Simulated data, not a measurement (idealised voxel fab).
process module | voxel plated lines
cross-section cut | 265 nm wide | cells 5 nm
A cross-section is a grid of square cells, given in bands from the top down. A band is one or more rows of cells.
Each band's line starts with the height of the band's top and of its bottom, in nm. Then come its materials from left to right, each with its width in nm. One material with "throughout" fills the band from edge to edge. "air" is empty space.
Height 0 is the level under which the wafer as received is all one material. The lowest band goes on downwards, as in "0 down".
A width such as "30 to 40" changes by the same amount from each row of cells to the next, from the band's top row to its bottom row.
"no change" after a step means that no cell of the cross-section changed.
closed voids: empty space of 8 cells or more with no open way to the top, each as width x height at its distance from the left edge, in nm
after a step's settings: what the simulator itself notes on the step
overlay nm, on a step with a mask: how far to the right of its planned place the mask lay; to the left if negative
plan
1 op RECEIVE | material Si
2 op CONFORMAL_DEP | material SiO2 | thk nm 15
3 op DIRECTIONAL_DEP | material TiN | thk nm 5
4 op PATTERN | tone open | mask id LINES | material resist | width nm 20 | pitch nm 50 | thk nm 20 | overlay nm 0
5 op EPI | material Ru | thk nm 5
6 op STRIP | etch materials resist
7 op DIRECTIONAL_ETCH | etch materials TiN | depth nm 5
8 op CONFORMAL_DEP | material SiN | thk nm 10
as received, after step 1
  0 down: Si throughout
  closed voids: none
a wafer at the end: this start, this plan, one mistake
  30 to 20: SiN throughout
  20 to 5: SiO2 throughout
  5 to 0: TiN throughout
  0 down: Si throughout
  closed voids: none
what went wrong: steps 2 and 3 were swapped
